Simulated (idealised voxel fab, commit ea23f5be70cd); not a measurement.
Presented below is a process module, voxel ribs on slabs.
We display cut, a cross-section 190 nm in width whose square cells are each 5 nm.
Cross-sections here: square-cell grids, written as top-down lists of bands, a band being one or more rows of cells. Band entry format. Leading values: height of top, height of bottom, nm. Remainder: materials in left-to-right order, each with its width in nm. Special words: "throughout" on a single material, which then fills the band edge to edge; "blank", empty space. Heights are expressed relative to 0, this being the level below which the as-received wafer comprises one material exclusively. The lowest band is unbounded in the downward direction and is denoted as in "top 0, no bottom". A width given as "30..40" starts at the first number in the band's top row and ends at the second number in its bottom row, shifting by an equal amount at every step from row to row. Any step labelled "nothing different" changed none of the cells in the cross-section. The label "Completely enclosed voids" introduces a list of the empty spaces, 8 cells or larger, that have no open way up to the top; each entry in it reads width x height at distance, where the distance is taken from the left edge and all three are stated in nm. Step line, after settings: the simulator's comment on this step. A step's line can hold "overlay nm"; with a mask on that step, the setting says how far right of the planned place the mask lay, while a negative setting says it lay to the left.
Process steps (planned)
1) op RECEIVE | material Si
2) op DIRECTIONAL_DEP | material SiO2 | thk nm 20
3) op DIRECTIONAL_DEP | material SiN | thk nm 20
4) op DIRECTIONAL_DEP | material aC | thk nm 10
5) op PATTERN | tone cover | mask id RIB | material resist | width nm 30 | thk nm 30 | overlay nm 0
6) op DIRECTIONAL_ETCH | etch materials aC | depth nm 5
7) op STRIP | etch materials resist
8) op DIRECTIONAL_ETCH | etch materials SiN | depth nm 10
9) op STRIP | etch materials aC
10) op MASKED_ETCH | tone cover | mask id SLAB | width nm 70 | etch materials SiN | depth nm 10 | overlay nm 0
11) op FILL_DEP | material SiO2 | thk nm 20
12) op CMP | height nm 55
13) op DIRECTIONAL_DEP | material TiN | thk nm 10
14) op PATTERN | tone cover | mask id HEATER | material resist | width nm 40 | thk nm 20 | overlay nm 0
15) op DIRECTIONAL_ETCH | etch materials TiN | depth nm 10
16) op STRIP | etch materials resist
17) op CONFORMAL_DEP | material SiN | thk nm 5
Heads up: all these wafers start the same, and what changes between them is the depth nm in step 6. The value you see in the plan is just what the first wafer got.
Cross-section of the first of several received wafers, showing its state after step 1
	top 0, no bottom | Si throughout
	Completely enclosed voids: none
What follows is a table in which each wafer occupies a row; for the wafer as it stands at the close of the module, the row states, material by material, how many cells have been gained (+) or lost (-) since receipt, and then gives its closed voids
depth nm 5, +146 SiN, +314 SiO2, +16 TiN, Completely enclosed voids: none
depth nm 10, +82 SiN, +378 SiO2, +16 TiN, Completely enclosed voids: none
depth nm 15, +82 SiN, +378 SiO2, +16 TiN, Completely enclosed voids: none
depth nm 20, +82 SiN, +378 SiO2, +16 TiN, Completely enclosed voids: none
depth nm 25, +82 SiN, +378 SiO2, +16 TiN, Completely enclosed voids: none
